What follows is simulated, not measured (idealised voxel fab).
Proc. module: voxel self aligned contacts
Square cells of 5 nm make up the cross-section cut, whose width is 200 nm.
Each cross-section below is a grid of square cells, stated as bands in top-down order, with one or more rows of cells making up each band.
Each band's line starts with the height of the band's top and of its bottom, in nm. Then come its materials from left to right, each with its width in nm. One material with "everywhere" fills the band from edge to edge. "air" is empty space.
All heights in this document are referenced to 0, defined as the level beneath which the wafer, as received, consists entirely of one material. The lowest band is not bounded below; it extends indefinitely downward and is written in the form "0..down".
The two numbers in a width such as "30->40" mark its ends across the band: the first belongs to the top row of cells, the second to the bottom row, and from each row to the next the width moves by the same amount.
"no modification" for a step: no cell of the cross-section changed in that step.
Each empty space that has no open way to the top and spans at least 8 cells appears under "Voids, enclosed" as width x height at distance, the distance counted from the left edge, all in nm.
Read whatever lies past the settings on a step's line as the simulator's own remark about the step.
If you see "overlay nm" on a step's line and that step has a mask, it's telling you how far right of where it was planned the mask ended up; a negative number means it went left instead.
This section lists the process steps that were planned:
| 1 | RECEIVE: material Si |
| 2 | OXIDIZE: depth nm 5 |
| 3 | DIRECTIONAL_DEP: material polySi, thk nm 30 |
| 4 | DIRECTIONAL_DEP: material SiN, thk nm 20 |
| 5 | MASKED_ETCH: tone cover, mask id GATE, width nm 30, pitch nm 65, etch materials SiN, depth nm 20, overlay nm 0 |
| 6 | MASKED_ETCH: tone cover, mask id GATE, width nm 30, pitch nm 65, etch materials polySi, depth nm 30, overlay nm 0 |
| 7 | CONFORMAL_DEP: material SiN, thk nm 10 |
| 8 | DIRECTIONAL_ETCH: etch materials SiN, depth nm 10 |
| 9 | FILL_DEP: material SiO2, thk nm 20 |
| 10 | CMP: height nm 60 |
| 11 | PATTERN: tone open, mask id CONTACT, material resist, width nm 45, thk nm 20, overlay nm 0 |
| 12 | DIRECTIONAL_ETCH: etch materials SiO2, depth nm 55 |
| 13 | STRIP: etch materials resist |
| 14 | CONFORMAL_DEP: material TiN, thk nm 5 |
| 15 | FILL_DEP: material W, thk nm 10 |
| 16 | CMP: height nm 60 |
| 17 | CONFORMAL_DEP: material SiN, thk nm 5 |
All wafers enter the flow in the same state. The depth nm at step 12 differs from wafer to wafer, and the plan gives the value for the first wafer.
This is how the first of several wafers looked in cross-section when it arrived, which is after step 1:
  0..down  Si everywhere
  Voids, enclosed: none
Row per wafer, end-of-module: cell gain (+)/loss (-) by material since the wafer came in, then closed voids:
depth nm 55 | -40 Si | +168 SiN | +275 SiO2 | +29 TiN | +16 W | +72 polySi | Voids, enclosed: none
depth nm 60 | -40 Si | +168 SiN | +272 SiO2 | +31 TiN | +17 W | +72 polySi | Voids, enclosed: none
depth nm 65 | -40 Si | +168 SiN | +269 SiO2 | +33 TiN | +18 W | +72 polySi | Voids, enclosed: none
depth nm 70 | -40 Si | +168 SiN | +269 SiO2 | +33 TiN | +18 W | +72 polySi | Voids, enclosed: none
depth nm 75 | -40 Si | +168 SiN | +269 SiO2 | +33 TiN | +18 W | +72 polySi | Voids, enclosed: none
depth nm 80 | -40 Si | +168 SiN | +269 SiO2 | +33 TiN | +18 W | +72 polySi | Voids, enclosed: none
